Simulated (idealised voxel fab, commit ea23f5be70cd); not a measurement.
Name of the process module below: voxel gate over fins
Square cells of 5 nm make up the cross-section cut, whose width is 295 nm.
In this document a cross-section is written as a grid of square cells. It is given as a series of bands, listed from the top down, and a band is one or more rows of cells.
Look at the band entry: it leads with the top's height and the bottom's height in nm. Then it lists the materials left to right, with a width in nm for each. The word "all across" on a single material says that material fills the band edge to edge. The word "air" is empty space.
A quick word on heights: they are counted from 0, and under that level the wafer as it came to us is one material throughout. The lowest band is different from the rest in having no bottom; it simply continues downward, written as in "0..down".
The two numbers in a width such as "30->40" mark its ends across the band: the first belongs to the top row of cells, the second to the bottom row, and from each row to the next the width moves by the same amount.
A step reported as "nothing got changed" is a step in which no cell of the cross-section changed.
Look at "Sealed void inventory" for the closed voids: empty spaces with no open path to the top, sized 8 cells or up. Each is width x height at distance, distance from the left edge, all nm.
after a step's settings: what the simulator itself notes on the step
overlay nm: on a step with a mask, how far right of its planned place the mask lay; negative means left.
-- Steps in the process plan
1 RECEIVE with material Si
2 CONFORMAL_DEP with material SiN, thk nm 10
3 PATTERN with tone cover, mask id FINS, material resist, width nm 15, pitch nm 45, thk nm 15, overlay nm 0
4 DIRECTIONAL_ETCH with etch materials SiN, depth nm 10
5 DIRECTIONAL_ETCH with etch materials Si, depth nm 40
6 STRIP with etch materials resist
7 OXIDIZE with depth nm 5
8 FILL_DEP with material SiO2, thk nm 15
9 CMP with height nm 10
10 SELECTIVE_ETCH with etch materials SiO2, depth nm 25
11 STRIP with etch materials SiN
12 CONFORMAL_DEP with material HfO2, thk nm 5
13 CONFORMAL_DEP with material TiN, thk nm 5
14 CONFORMAL_DEP with material TiAl, thk nm 5
15 CONFORMAL_DEP with material TiN, thk nm 5
16 FILL_DEP with material W, thk nm 15
17 CMP with height nm 30
18 CONFORMAL_DEP with material SiCN, thk nm 5
For clarity, it should be stated that the wafers under discussion commence in an identical condition and differ with respect to the thk nm of step 14, the plan indicating the value that the first wafer had.
-- Cross-section of the first of several received wafers, showing its state after step 1
> 0..down: Si all across
> Sealed void inventory: none
-- Per wafer, end of module: cells gained (+) or lost (-) per material since receipt, then closed voids
thk nm 5 | +83 HfO2 | -495 Si | +59 SiCN | +330 SiO2 | +83 TiAl | +166 TiN | +187 W | Sealed void inventory: none
thk nm 10 | +83 HfO2 | -495 Si | +59 SiCN | +330 SiO2 | +166 TiAl | +148 TiN | +122 W | Sealed void inventory: none
thk nm 15 | +83 HfO2 | -495 Si | +59 SiCN | +330 SiO2 | +231 TiAl | +148 TiN | +57 W | Sealed void inventory: none
thk nm 20 | +83 HfO2 | -495 Si | +59 SiCN | +330 SiO2 | +296 TiAl | +106 TiN | +34 W | Sealed void inventory: none
